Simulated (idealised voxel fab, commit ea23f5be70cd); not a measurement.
A process module follows: voxel lift off.
Displayed cross-section: cut, width of 250 nm, square cells sized 5 nm.
A cross-section is a grid of square cells, given in bands from the top down. A band is one or more rows of cells.
Quick guide to a band line: top height, bottom height (nm) up front; then every material left to right with its width in nm. Only one material and it's marked "throughout"? Then it fills the band edge to edge. And "blank" just means empty space.
Below 0: as-received wafer, all one material; heights counted from there. Lowest band: no bottom, goes on down, written "0 and below".
Width: "30->40" (first number = top row, second number = bottom row, same change from row to row of cells).
Key: "no change occurred" - step with no changed cell in the cross-section.
The list in "Internal closed voids" covers empty spaces of 8 cells or more that cannot reach the top through any open way, and it gives each as width x height at distance; the distance is from the left edge, and width, height and distance are in nm.
Past the settings on a step's line: simulator remark, on that step.
overlay nm: where the mask lay relative to plan, measured to the right, on steps with a mask; negatives go left.

The steps planned for the process are as follows
- 1: RECEIVE with material Si
- 2: CONFORMAL_DEP with material SiO2, thk nm 15
- 3: PATTERN with tone open, mask id LINES, material resist, width nm 15, pitch nm 30, thk nm 25, overlay nm 0
- 4: DIRECTIONAL_DEP with material Ru, thk nm 15
- 5: STRIP with etch materials resist
- 6: CONFORMAL_DEP with material SiCN, thk nm 5

First wafer, two in total, run as planned

Received-state cross-section, reflecting completion of step 1
> 0 and below  Si throughout
> Internal closed voids: none

Cross-section of the wafer subsequent to step 2
> 15 down to 0  SiO2 throughout
> Note: structure below 0 unchanged.

Cross-section of the wafer subsequent to step 3
> 40 down to 15  resist=85  blank=15  resist=15  blank=15  resist=15  blank=15  resist=90
> Note: structure below 15 unchanged.

Cross-section of the wafer subsequent to step 4
> 55 down to 40  Ru=85  blank=15  Ru=15  blank=15  Ru=15  blank=15  Ru=90
> 40 down to 30  resist=85  blank=15  resist=15  blank=15  resist=15  blank=15  resist=90
> 30 down to 15  resist=85  Ru=15  resist=15  Ru=15  resist=15  Ru=15  resist=90
> Note: structure below 15 unchanged.

Cross-section of the wafer subsequent to step 5
> 30 down to 15  blank=85  Ru=15  blank=15  Ru=15  blank=15  Ru=15  blank=90
> Note: structure below 15 unchanged.

Cross-section of the wafer subsequent to step 6
> 35 down to 30  blank=80  SiCN=25  blank=5  SiCN=25  blank=5  SiCN=25  blank=85
> 30 down to 20  blank=80  SiCN=5  Ru=15  SiCN=5  blank=5  SiCN=5  Ru=15  SiCN=5  blank=5  SiCN=5  Ru=15  SiCN=5  blank=85
> 20 down to 15  SiCN=85  Ru=15  SiCN=15  Ru=15  SiCN=15  Ru=15  SiCN=90
> Note: structure below 15 unchanged.

Wafer two of two - same starting point, same process plan, one mistake in execution; matches wafer one up to and including step 3

Look at the second wafer in cross-section at the time step 4 ought to have finished
> 55 down to 40  SiCN=85  blank=15  SiCN=15  blank=15  SiCN=15  blank=15  SiCN=90
> 40 down to 30  resist=85  blank=15  resist=15  blank=15  resist=15  blank=15  resist=90
> 30 down to 15  resist=85  SiCN=15  resist=15  SiCN=15  resist=15  SiCN=15  resist=90
> Note: structure below 15 unchanged.

Look at the second wafer in cross-section at the time step 5 ought to have finished
> 30 down to 15  blank=85  SiCN=15  blank=15  SiCN=15  blank=15  SiCN=15  blank=90
> Note: structure below 15 unchanged.

Look at the second wafer in cross-section at the time step 6 ought to have finished
> 35 down to 20  blank=80  SiCN=25  blank=5  SiCN=25  blank=5  SiCN=25  blank=85
> 20 down to 15  SiCN throughout
> Note: structure below 15 unchanged.
What broke from the plan during processing? for step 4, the planned setting was not used; the step was instead run as DIRECTIONAL_DEP with material SiCN, thk nm 15
Materials where the second wafer ends with more or fewer cells than the first: -27 Ru; +27 SiCN
